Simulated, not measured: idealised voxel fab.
Documented hereafter: the process module known as voxel air gaps.
Shown is cross-section cut, with a width of 235 nm and square cells of size 5 nm.
Cross-sections here: square-cell grids, written as top-down lists of bands, a band being one or more rows of cells. For a band, the entry starts with two heights in nm, that of the top and then that of the bottom, and carries on with the band's materials in order from left to right, each alongside its width in nm; the word "all across" beside a single material means it fills the band edge to edge, and "air" means empty space. Height 0 is the level under which the wafer as received is all one material. The lowest band goes on downwards, as in "0 nm and below". Width "30 to 40": first value at the band's top row of cells, second value at its bottom row, equal change from row to row. No cell of the cross-section changed in a step that is given as "nothing different". Entry "Enclosed void catalog". Content: empty spaces with no open connection to the top, size 8 cells or greater. Each: width x height at distance. Distance: from left edge. Unit: nm. Step line, after settings: the simulator's comment on this step. "overlay nm", when on a step's line for a step with a mask, measures how far to the right of its planned place the mask lay; a negative measure means to the left.
Process steps (planned):
1: RECEIVE: material Si
2: CONFORMAL_DEP: material SiO2, thk nm 15
3: CONFORMAL_DEP: material SiCN, thk nm 5
4: DIRECTIONAL_DEP: material lowk, thk nm 30
5: PATTERN: tone open, mask id LINES, material resist, width nm 20, pitch nm 50, thk nm 15, overlay nm 0
6: DIRECTIONAL_ETCH: etch materials lowk, depth nm 30
7: STRIP: etch materials resist
8: CONFORMAL_DEP: material TiN, thk nm 5
9: FILL_DEP: material W, thk nm 5
10: CMP: height nm 50
11: EPI: material Ru, thk nm 10
12: SELECTIVE_ETCH: etch materials lowk, depth nm 40
13: CONFORMAL_DEP: material SiCN, thk nm 5
Cross-section of the wafer as it came to us, i.e., already through step 1:
    0 nm and below = Si all across
    Enclosed void catalog: none
First of two wafers at the end of the module, shown in cross-section; run carried out as planned:
    65 nm to 60 nm = 40 nm air  150 nm SiCN  45 nm air
    60 nm to 50 nm = 40 nm air  5 nm SiCN  40 nm Ru  10 nm SiCN  40 nm Ru  10 nm SiCN  40 nm Ru  5 nm SiCN  45 nm air
    50 nm to 45 nm = 40 nm air  15 nm SiCN  5 nm TiN  10 nm W  5 nm TiN  30 nm SiCN  5 nm TiN  10 nm W  5 nm TiN  30 nm SiCN  5 nm TiN  10 nm W  5 nm TiN  15 nm SiCN  45 nm air
    45 nm to 25 nm = 50 nm air  5 nm SiCN  5 nm TiN  10 nm W  5 nm TiN  5 nm SiCN  20 nm air  5 nm SiCN  5 nm TiN  10 nm W  5 nm TiN  5 nm SiCN  20 nm air  5 nm SiCN  5 nm TiN  10 nm W  5 nm TiN  5 nm SiCN  55 nm air
    25 nm to 20 nm = 55 nm SiCN  20 nm TiN  30 nm SiCN  20 nm TiN  30 nm SiCN  20 nm TiN  60 nm SiCN
    20 nm to 15 nm = SiCN all across
    15 nm to 0 nm = SiO2 all across
    0 nm and below = Si all across
    Enclosed void catalog: 20 x 20 at 80; 20 x 20 at 130
Presented here is a cross-section of the second of the two wafers as it stood at the end of the module. It was started in the same manner and assigned the same plan as the first wafer; however, one mistake was made in its execution:
    65 nm to 60 nm = SiCN all across
    60 nm to 50 nm = Ru all across
    50 nm to 25 nm = 50 nm W  5 nm TiN  20 nm lowk  5 nm TiN  20 nm W  5 nm TiN  20 nm lowk  5 nm TiN  20 nm W  5 nm TiN  20 nm lowk  5 nm TiN  55 nm W
    25 nm to 20 nm = 55 nm TiN  20 nm lowk  30 nm TiN  20 nm lowk  30 nm TiN  20 nm lowk  60 nm TiN
    20 nm to 15 nm = SiCN all across
    15 nm to 0 nm = SiO2 all across
    0 nm and below = Si all across
    Enclosed void catalog: none
What was the processing mistake? step 5 ran as: PATTERN: tone cover, mask id LINES, material resist, width nm 20, pitch nm 50, thk nm 15, overlay nm 0
Wafer comparison, final, in cells, second relative to first, materials more or fewer: +46 Ru, -72 SiCN, +23 TiN, +115 W, +72 lowk
Long story short, the first wafer ends with 2 closed voids and the second one with 0.
